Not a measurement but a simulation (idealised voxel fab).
A process module follows: voxel transistor to metal.
Section shown: cut. Width: 150 nm. Cell size: 5 nm, square.
Heads up, the way a cross-section reads in here is a grid of square cells, handed over as bands from the top down, with every band being one or more rows of cells.
The band entry comprises the height of the band's top followed by the height of its bottom, expressed in nm, and subsequently the band's materials from left to right, each stated together with its width in nm. Where a single material is marked with the word "all across", that material fills the band from edge to edge. The word "empty" represents empty space.
Heights are expressed relative to 0, this being the level below which the as-received wafer comprises one material exclusively. The lowest band is unbounded in the downward direction and is denoted as in "from 0 down".
Think of "30 to 40" as a width that walks from the first number to the second as you go down the band, top row to bottom row, taking equal-sized steps from row to row.
Key: "no change occurred" - step with no changed cell in the cross-section.
"Sealed internal voids": sealed empty spaces, 8 cells or more, no open way to top, listed width x height at distance, with distance from the left edge and width, height and distance in nm.
It should be noted that, on the line of a given step, the content following the step's settings is a remark produced by the simulator itself with respect to that step.
overlay nm: how far to the right of its planned place the mask lay on this masked step (negative: to the left).

List of planned process steps
- 1: RECEIVE [material Si]
- 2: OXIDIZE [depth nm 5]
- 3: CONFORMAL_DEP [material SiN] [thk nm 10]
- 4: MASKED_ETCH [tone cover] [mask id ACTIVE] [width nm 105] [etch materials SiN] [depth nm 10] [overlay nm 0]
- 5: MASKED_ETCH [tone cover] [mask id ACTIVE] [width nm 105] [etch materials SiO2] [depth nm 5] [overlay nm 0]
- 6: MASKED_ETCH [tone cover] [mask id ACTIVE] [width nm 105] [etch materials Si] [depth nm 25] [overlay nm 0]
- 7: FILL_DEP [material SiO2] [thk nm 15]
- 8: CMP [height nm 10]
- 9: SELECTIVE_ETCH [etch materials SiO2] [depth nm 10]
- 10: STRIP [etch materials SiN]
- 11: SELECTIVE_ETCH [etch materials SiO2] [depth nm 5]
- 12: OXIDIZE [depth nm 5]
- 13: DIRECTIONAL_DEP [material polySi] [thk nm 20]
- 14: DIRECTIONAL_DEP [material SiCN] [thk nm 10]
- 15: PATTERN [tone cover] [mask id GATE] [material resist] [width nm 15] [thk nm 15] [overlay nm 0]
- 16: DIRECTIONAL_ETCH [etch materials SiCN] [depth nm 20]
- 17: DIRECTIONAL_ETCH [etch materials polySi] [depth nm 30]
- 18: STRIP [etch materials resist]
- 19: CONFORMAL_DEP [material SiO2] [thk nm 5]
- 20: DIRECTIONAL_ETCH [etch materials SiO2] [depth nm 5]
- 21: CONFORMAL_DEP [material SiN] [thk nm 10]
- 22: DIRECTIONAL_ETCH [etch materials SiN] [depth nm 10]
- 23: DIRECTIONAL_ETCH [etch materials SiO2] [depth nm 5]
- 24: DIRECTIONAL_ETCH [etch materials Si] [depth nm 5]
- 25: EPI [material SiGe] [thk nm 5]
- 26: FILL_DEP [material SiO2] [thk nm 5]
- 27: CMP [height nm 25]
- 28: DIRECTIONAL_DEP [material SiO2] [thk nm 10]
- 29: DIRECTIONAL_DEP [material aC] [thk nm 15]
- 30: PATTERN [tone open] [mask id CONTACT] [material resist] [width nm 30] [pitch nm 55] [thk nm 35] [overlay nm 0]
- 31: DIRECTIONAL_ETCH [etch materials aC] [depth nm 15]
- 32: STRIP [etch materials resist]
- 33: DIRECTIONAL_ETCH [etch materials SiO2] [depth nm 45]
- 34: STRIP [etch materials aC]
- 35: CONFORMAL_DEP [material TiN] [thk nm 5]
- 36: FILL_DEP [material W] [thk nm 5]
- 37: CMP [height nm 35]
- 38: DIRECTIONAL_DEP [material TiN] [thk nm 5]
- 39: DIRECTIONAL_DEP [material Ru] [thk nm 15]
- 40: PATTERN [tone cover] [mask id METAL_1] [material resist] [width nm 15] [pitch nm 70] [thk nm 20] [overlay nm 0]
- 41: DIRECTIONAL_ETCH [etch materials Ru] [depth nm 15]
- 42: DIRECTIONAL_ETCH [etch materials TiN] [depth nm 5]
- 43: STRIP [etch materials resist]
- 44: CONFORMAL_DEP [material SiCN] [thk nm 5]
- 45: FILL_DEP [material lowk] [thk nm 10]
- 46: CMP [height nm 55]
- 47: CONFORMAL_DEP [material SiCN] [thk nm 5]
- 48: DIRECTIONAL_DEP [material SiO2] [thk nm 35]
- 49: PATTERN [tone open] [mask id METAL_2] [material resist] [width nm 15] [pitch nm 70] [thk nm 20] [overlay nm 0]
- 50: DIRECTIONAL_ETCH [etch materials SiO2] [depth nm 20]
- 51: STRIP [etch materials resist]
- 52: DIRECTIONAL_DEP [material aC] [thk nm 10]
- 53: PATTERN [tone open] [mask id METAL_2_HOLES] [material resist] [width nm 15] [pitch nm 70] [thk nm 30] [overlay nm 0]
- 54: DIRECTIONAL_ETCH [etch materials aC] [depth nm 10]
- 55: STRIP [etch materials resist]
- 56: DIRECTIONAL_ETCH [etch materials SiO2] [depth nm 15]
- 57: DIRECTIONAL_ETCH [etch materials SiCN] [depth nm 5]
- 58: STRIP [etch materials aC]
- 59: CONFORMAL_DEP [material TiN] [thk nm 5]
- 60: FILL_DEP [material Cu] [thk nm 5]
- 61: CMP [height nm 95]
- 62: CONFORMAL_DEP [material SiCN] [thk nm 5]

On the first of the two wafers: run conducted according to plan

Cross-section of the wafer as it came to us, i.e., already through step 1
from 0 down = Si all across
Sealed internal voids: none

So this is the wafer cross-section right after step 2
from 0 to -5 = SiO2 all across
below -5: unchanged

So this is the wafer cross-section right after step 3
from 10 to 0 = SiN all across
below 0: unchanged

So this is the wafer cross-section right after step 4
from 10 to 0 = empty 20 | SiN 105 | empty 25
below 0: unchanged

So this is the wafer cross-section right after step 5
from 10 to 0 = empty 20 | SiN 105 | empty 25
from 0 to -5 = empty 20 | SiO2 105 | empty 25
below -5: unchanged

So this is the wafer cross-section right after step 6
from 10 to 0 = empty 20 | SiN 105 | empty 25
from 0 to -5 = empty 20 | SiO2 105 | empty 25
from -5 to -30 = empty 20 | Si 105 | empty 25
below -30: unchanged

So this is the wafer cross-section right after step 7
from 25 to 10 = SiO2 all across
from 10 to 0 = SiO2 20 | SiN 105 | SiO2 25
from 0 to -5 = SiO2 all across
from -5 to -30 = SiO2 20 | Si 105 | SiO2 25
below -30: unchanged

So this is the wafer cross-section right after step 8
from 10 to 0 = SiO2 20 | SiN 105 | SiO2 25
below 0: unchanged

So this is the wafer cross-section right after step 9
from 10 to 0 = empty 20 | SiN 105 | empty 25
below 0: unchanged

So this is the wafer cross-section right after step 10
from 0 to -5 = SiO2 all across
below -5: unchanged

So this is the wafer cross-section right after step 11
from -5 to -30 = SiO2 20 | Si 105 | SiO2 25
below -30: unchanged

So this is the wafer cross-section right after step 12
from -5 to -10 = SiO2 all across
below -10: unchanged

So this is the wafer cross-section right after step 13
from 15 to -5 = polySi all across
below -5: unchanged

So this is the wafer cross-section right after step 14
from 25 to 15 = SiCN all across
below 15: unchanged

So this is the wafer cross-section right after step 15
from 40 to 25 = empty 65 | resist 15 | empty 70
below 25: unchanged

So this is the wafer cross-section right after step 16
from 40 to 25 = empty 65 | resist 15 | empty 70
from 25 to 15 = empty 65 | SiCN 15 | empty 70
below 15: unchanged

So this is the wafer cross-section right after step 17
from 40 to 25 = empty 65 | resist 15 | empty 70
from 25 to 15 = empty 65 | SiCN 15 | empty 70
from 15 to -5 = empty 65 | polySi 15 | empty 70
below -5: unchanged

So this is the wafer cross-section right after step 18
from 25 to 15 = empty 65 | SiCN 15 | empty 70
below 15: unchanged

So this is the wafer cross-section right after step 19
from 30 to 25 = empty 60 | SiO2 25 | empty 65
from 25 to 15 = empty 60 | SiO2 5 | SiCN 15 | SiO2 5 | empty 65
from 15 to 0 = empty 60 | SiO2 5 | polySi 15 | SiO2 5 | empty 65
from 0 to -5 = SiO2 65 | polySi 15 | SiO2 70
below -5: unchanged

So this is the wafer cross-section right after step 20
from 25 to 15 = empty 60 | SiO2 5 | SiCN 15 | SiO2 5 | empty 65
from 15 to -5 = empty 60 | SiO2 5 | polySi 15 | SiO2 5 | empty 65
below -5: unchanged

So this is the wafer cross-section right after step 21
from 35 to 25 = empty 50 | SiN 45 | empty 55
from 25 to 15 = empty 50 | SiN 10 | SiO2 5 | SiCN 15 | SiO2 5 | SiN 10 | empty 55
from 15 to 5 = empty 50 | SiN 10 | SiO2 5 | polySi 15 | SiO2 5 | SiN 10 | empty 55
from 5 to -5 = SiN 60 | SiO2 5 | polySi 15 | SiO2 5 | SiN 65
below -5: unchanged

So this is the wafer cross-section right after step 22
from 25 to 15 = empty 50 | SiN 10 | SiO2 5 | SiCN 15 | SiO2 5 | SiN 10 | empty 55
from 15 to -5 = empty 50 | SiN 10 | SiO2 5 | polySi 15 | SiO2 5 | SiN 10 | empty 55
below -5: unchanged

So this is the wafer cross-section right after step 23
from 25 to 20 = empty 50 | SiN 10 | empty 5 | SiCN 15 | empty 5 | SiN 10 | empty 55
from 20 to 15 = empty 50 | SiN 10 | SiO2 5 | SiCN 15 | SiO2 5 | SiN 10 | empty 55
from 15 to -5 = empty 50 | SiN 10 | SiO2 5 | polySi 15 | SiO2 5 | SiN 10 | empty 55
from -5 to -10 = empty 50 | SiO2 45 | empty 55
below -10: unchanged

So this is the wafer cross-section right after step 24
from 25 to 20 = empty 50 | SiN 10 | empty 5 | SiCN 15 | empty 5 | SiN 10 | empty 55
from 20 to 15 = empty 50 | SiN 10 | SiO2 5 | SiCN 15 | SiO2 5 | SiN 10 | empty 55
from 15 to -5 = empty 50 | SiN 10 | SiO2 5 | polySi 15 | SiO2 5 | SiN 10 | empty 55
from -5 to -10 = empty 50 | SiO2 45 | empty 55
from -10 to -15 = SiO2 20 | empty 30 | Si 45 | empty 30 | SiO2 25
below -15: unchanged

So this is the wafer cross-section right after step 25
from 25 to 20 = empty 50 | SiN 10 | empty 5 | SiCN 15 | empty 5 | SiN 10 | empty 55
from 20 to 15 = empty 50 | SiN 10 | SiO2 5 | SiCN 15 | SiO2 5 | SiN 10 | empty 55
from 15 to -5 = empty 50 | SiN 10 | SiO2 5 | polySi 15 | SiO2 5 | SiN 10 | empty 55
from -5 to -10 = empty 45 | SiGe 5 | SiO2 45 | SiGe 5 | empty 50
from -10 to -15 = SiO2 20 | SiGe 30 | Si 45 | SiGe 30 | SiO2 25
below -15: unchanged

So this is the wafer cross-section right after step 26
from 30 to 25 = SiO2 all across
from 25 to 15 = SiO2 50 | SiN 10 | SiO2 5 | SiCN 15 | SiO2 5 | SiN 10 | SiO2 55
from 15 to -5 = SiO2 50 | SiN 10 | SiO2 5 | polySi 15 | SiO2 5 | SiN 10 | SiO2 55
from -5 to -10 = SiO2 45 | SiGe 5 | SiO2 45 | SiGe 5 | SiO2 50
below -10: unchanged

So this is the wafer cross-section right after step 27
from 25 to 15 = SiO2 50 | SiN 10 | SiO2 5 | SiCN 15 | SiO2 5 | SiN 10 | SiO2 55
below 15: unchanged

So this is the wafer cross-section right after step 28
from 35 to 25 = SiO2 all across
below 25: unchanged

So this is the wafer cross-section right after step 29
from 50 to 35 = aC all across
below 35: unchanged

So this is the wafer cross-section right after step 30
from 85 to 50 = resist 30 | empty 30 | resist 25 | empty 30 | resist 35
below 50: unchanged

So this is the wafer cross-section right after step 31
from 70 to 50 = resist 30 | empty 30 | resist 25 | empty 30 | resist 35
from 50 to 35 = aC 30 | empty 30 | aC 25 | empty 30 | aC 35
below 35: unchanged

So this is the wafer cross-section right after step 32
from 50 to 35 = aC 30 | empty 30 | aC 25 | empty 30 | aC 35
below 35: unchanged

So this is the wafer cross-section right after step 33
from 50 to 35 = aC 30 | empty 30 | aC 25 | empty 30 | aC 35
from 35 to 25 = SiO2 30 | empty 30 | SiO2 25 | empty 30 | SiO2 35
from 25 to 15 = SiO2 30 | empty 20 | SiN 10 | SiO2 5 | SiCN 15 | SiO2 5 | SiN 10 | empty 20 | SiO2 35
from 15 to -5 = SiO2 30 | empty 20 | SiN 10 | SiO2 5 | polySi 15 | SiO2 5 | SiN 10 | empty 20 | SiO2 35
from -5 to -10 = SiO2 30 | empty 15 | SiGe 5 | SiO2 45 | SiGe 5 | empty 15 | SiO2 35
below -10: unchanged

So this is the wafer cross-section right after step 34
from 35 to 25 = SiO2 30 | empty 30 | SiO2 25 | empty 30 | SiO2 35
below 25: unchanged

So this is the wafer cross-section right after step 35
from 40 to 35 = TiN 35 | empty 20 | TiN 35 | empty 20 | TiN 40
from 35 to 25 = SiO2 30 | TiN 5 | empty 20 to 10 | TiN 5 to 15 | SiO2 25 | TiN 5 to 15 | empty 20 to 10 | TiN 5 | SiO2 35
from 25 to 15 = SiO2 30 | TiN 5 | empty 10 | TiN 5 | SiN 10 | SiO2 5 | SiCN 15 | SiO2 5 | SiN 10 | TiN 5 | empty 10 | TiN 5 | SiO2 35
from 15 to 0 = SiO2 30 | TiN 5 | empty 10 | TiN 5 | SiN 10 | SiO2 5 | polySi 15 | SiO2 5 | SiN 10 | TiN 5 | empty 10 | TiN 5 | SiO2 35
from 0 to -5 = SiO2 30 | TiN 5 | empty 5 | TiN 10 | SiN 10 | SiO2 5 | polySi 15 | SiO2 5 | SiN 10 | TiN 10 | empty 5 | TiN 5 | SiO2 35
from -5 to -10 = SiO2 30 | TiN 15 | SiGe 5 | SiO2 45 | SiGe 5 | TiN 15 | SiO2 35
below -10: unchanged

So this is the wafer cross-section right after step 36
from 45 to 40 = W all across
from 40 to 35 = TiN 35 | W 20 | TiN 35 | W 20 | TiN 40
from 35 to 25 = SiO2 30 | TiN 5 | W 20 to 10 | TiN 5 to 15 | SiO2 25 | TiN 5 to 15 | W 20 to 10 | TiN 5 | SiO2 35
from 25 to 15 = SiO2 30 | TiN 5 | W 10 | TiN 5 | SiN 10 | SiO2 5 | SiCN 15 | SiO2 5 | SiN 10 | TiN 5 | W 10 | TiN 5 | SiO2 35
from 15 to 0 = SiO2 30 | TiN 5 | W 10 | TiN 5 | SiN 10 | SiO2 5 | polySi 15 | SiO2 5 | SiN 10 | TiN 5 | W 10 | TiN 5 | SiO2 35
from 0 to -5 = SiO2 30 | TiN 5 | W 5 | TiN 10 | SiN 10 | SiO2 5 | polySi 15 | SiO2 5 | SiN 10 | TiN 10 | W 5 | TiN 5 | SiO2 35
below -5: unchanged

So this is the wafer cross-section right after step 37
from 35 to 25 = SiO2 30 | TiN 5 | W 20 to 10 | TiN 5 to 15 | SiO2 25 | TiN 5 to 15 | W 20 to 10 | TiN 5 | SiO2 35
below 25: unchanged

So this is the wafer cross-section right after step 38
from 40 to 35 = TiN all across
below 35: unchanged

So this is the wafer cross-section right after step 39
from 55 to 40 = Ru all across
below 40: unchanged

So this is the wafer cross-section right after step 40
from 75 to 55 = empty 30 | resist 15 | empty 55 | resist 15 | empty 35
below 55: unchanged

So this is the wafer cross-section right after step 41
from 75 to 55 = empty 30 | resist 15 | empty 55 | resist 15 | empty 35
from 55 to 40 = empty 30 | Ru 15 | empty 55 | Ru 15 | empty 35
below 40: unchanged

So this is the wafer cross-section right after step 42
from 75 to 55 = empty 30 | resist 15 | empty 55 | resist 15 | empty 35
from 55 to 40 = empty 30 | Ru 15 | empty 55 | Ru 15 | empty 35
from 40 to 35 = empty 30 | TiN 15 | empty 55 | TiN 15 | empty 35
below 35: unchanged

So this is the wafer cross-section right after step 43
from 55 to 40 = empty 30 | Ru 15 | empty 55 | Ru 15 | empty 35
below 40: unchanged

So this is the wafer cross-section right after step 44
from 60 to 55 = empty 25 | SiCN 25 | empty 45 | SiCN 25 | empty 30
from 55 to 40 = empty 25 | SiCN 5 | Ru 15 | SiCN 5 | empty 45 | SiCN 5 | Ru 15 | SiCN 5 | empty 30
from 40 to 35 = SiCN 30 | TiN 15 | SiCN 55 | TiN 15 | SiCN 35
below 35: unchanged

So this is the wafer cross-section right after step 45
from 70 to 60 = lowk all across
from 60 to 55 = lowk 25 | SiCN 25 | lowk 45 | SiCN 25 | lowk 30
from 55 to 40 = lowk 25 | SiCN 5 | Ru 15 | SiCN 5 | lowk 45 | SiCN 5 | Ru 15 | SiCN 5 | lowk 30
below 40: unchanged

So this is the wafer cross-section right after step 46
from 55 to 40 = lowk 25 | SiCN 5 | Ru 15 | SiCN 5 | lowk 45 | SiCN 5 | Ru 15 | SiCN 5 | lowk 30
below 40: unchanged

So this is the wafer cross-section right after step 47
from 60 to 55 = SiCN all across
below 55: unchanged

So this is the wafer cross-section right after step 48
from 95 to 60 = SiO2 all across
below 60: unchanged

So this is the wafer cross-section right after step 49
from 115 to 95 = resist 30 | empty 15 | resist 55 | empty 15 | resist 35
below 95: unchanged

So this is the wafer cross-section right after step 50
from 115 to 95 = resist 30 | empty 15 | resist 55 | empty 15 | resist 35
from 95 to 75 = SiO2 30 | empty 15 | SiO2 55 | empty 15 | SiO2 35
below 75: unchanged

So this is the wafer cross-section right after step 51
from 95 to 75 = SiO2 30 | empty 15 | SiO2 55 | empty 15 | SiO2 35
below 75: unchanged

So this is the wafer cross-section right after step 52
from 105 to 95 = aC 30 | empty 15 | aC 55 | empty 15 | aC 35
from 95 to 85 = SiO2 30 | empty 15 | SiO2 55 | empty 15 | SiO2 35
from 85 to 75 = SiO2 30 | aC 15 | SiO2 55 | aC 15 | SiO2 35
below 75: unchanged

So this is the wafer cross-section right after step 53
from 135 to 105 = resist 30 | empty 15 | resist 55 | empty 15 | resist 35
below 105: unchanged

So this is the wafer cross-section right after step 54
from 125 to 105 = resist 30 | empty 15 | resist 55 | empty 15 | resist 35
from 105 to 95 = aC 30 | empty 15 | aC 55 | empty 15 | aC 35
from 95 to 75 = SiO2 30 | empty 15 | SiO2 55 | empty 15 | SiO2 35
below 75: unchanged

So this is the wafer cross-section right after step 55
from 105 to 95 = aC 30 | empty 15 | aC 55 | empty 15 | aC 35
below 95: unchanged

So this is the wafer cross-section right after step 56
from 105 to 95 = aC 30 | empty 15 | aC 55 | empty 15 | aC 35
from 95 to 60 = SiO2 30 | empty 15 | SiO2 55 | empty 15 | SiO2 35
below 60: unchanged

So this is the wafer cross-section right after step 57
from 105 to 95 = aC 30 | empty 15 | aC 55 | empty 15 | aC 35
from 95 to 60 = SiO2 30 | empty 15 | SiO2 55 | empty 15 | SiO2 35
from 60 to 55 = SiCN 30 | empty 15 | SiCN 55 | empty 15 | SiCN 35
below 55: unchanged

So this is the wafer cross-section right after step 58
from 95 to 60 = SiO2 30 | empty 15 | SiO2 55 | empty 15 | SiO2 35
below 60: unchanged

So this is the wafer cross-section right after step 59
from 100 to 95 = TiN 35 | empty 5 | TiN 65 | empty 5 | TiN 40
from 95 to 60 = SiO2 30 | TiN 5 | empty 5 | TiN 5 | SiO2 55 | TiN 5 | empty 5 | TiN 5 | SiO2 35
from 60 to 55 = SiCN 30 | TiN 15 | SiCN 55 | TiN 15 | SiCN 35
below 55: unchanged

So this is the wafer cross-section right after step 60
from 105 to 100 = Cu all across
from 100 to 95 = TiN 35 | Cu 5 | TiN 65 | Cu 5 | TiN 40
from 95 to 60 = SiO2 30 | TiN 5 | Cu 5 | TiN 5 | SiO2 55 | TiN 5 | Cu 5 | TiN 5 | SiO2 35
below 60: unchanged

So this is the wafer cross-section right after step 61
from 95 to 60 = SiO2 30 | TiN 5 | Cu 5 | TiN 5 | SiO2 55 | TiN 5 | Cu 5 | TiN 5 | SiO2 35
below 60: unchanged

So this is the wafer cross-section right after step 62
from 100 to 95 = SiCN all across
below 95: unchanged

Second of two: same start, same plan, one run error; steps up to and including 46 match the first

The second wafer cut through, at the time step 47 was supposed to be finished
from 90 to 55 = SiO2 all across
below 55: unchanged

The second wafer cut through, at the time step 48 was supposed to be finished
from 95 to 90 = SiCN all across
below 90: unchanged

The second wafer cut through, at the time step 49 was supposed to be finished
from 115 to 95 = resist 30 | empty 15 | resist 55 | empty 15 | resist 35
below 95: unchanged

The second wafer cut through, at the time step 50 was supposed to be finished: no change occurred

The second wafer cut through, at the time step 51 was supposed to be finished
from 95 to 90 = SiCN all across
below 90: unchanged

The second wafer cut through, at the time step 52 was supposed to be finished
from 105 to 95 = aC all across
below 95: unchanged

The second wafer cut through, at the time step 53 was supposed to be finished
from 135 to 105 = resist 30 | empty 15 | resist 55 | empty 15 | resist 35
below 105: unchanged

The second wafer cut through, at the time step 54 was supposed to be finished
from 125 to 105 = resist 30 | empty 15 | resist 55 | empty 15 | resist 35
from 105 to 95 = aC 30 | empty 15 | aC 55 | empty 15 | aC 35
below 95: unchanged

The second wafer cut through, at the time step 55 was supposed to be finished
from 105 to 95 = aC 30 | empty 15 | aC 55 | empty 15 | aC 35
below 95: unchanged

The second wafer cut through, at the time step 56 was supposed to be finished: no change occurred

The second wafer cut through, at the time step 57 was supposed to be finished
from 105 to 95 = aC 30 | empty 15 | aC 55 | empty 15 | aC 35
from 95 to 90 = SiCN 30 | empty 15 | SiCN 55 | empty 15 | SiCN 35
below 90: unchanged

The second wafer cut through, at the time step 58 was supposed to be finished
from 95 to 90 = SiCN 30 | empty 15 | SiCN 55 | empty 15 | SiCN 35
below 90: unchanged

The second wafer cut through, at the time step 59 was supposed to be finished
from 100 to 95 = TiN 35 | empty 5 | TiN 65 | empty 5 | TiN 40
from 95 to 90 = SiCN 30 | TiN 15 | SiCN 55 | TiN 15 | SiCN 35
below 90: unchanged

The second wafer cut through, at the time step 60 was supposed to be finished
from 105 to 100 = Cu all across
from 100 to 95 = TiN 35 | Cu 5 | TiN 65 | Cu 5 | TiN 40
below 95: unchanged

The second wafer cut through, at the time step 61 was supposed to be finished
from 95 to 90 = SiCN 30 | TiN 15 | SiCN 55 | TiN 15 | SiCN 35
below 90: unchanged

The second wafer cut through, at the time step 62 was supposed to be finished
from 100 to 95 = SiCN all across
below 95: unchanged
Diagnosis: sequence error: steps 47 and 48 interchanged
Looking at both finished wafers in cells, the second ends up ahead of or behind the first on some materials: Cu: 14 fewer | SiO2: 42 more | TiN: 28 fewer
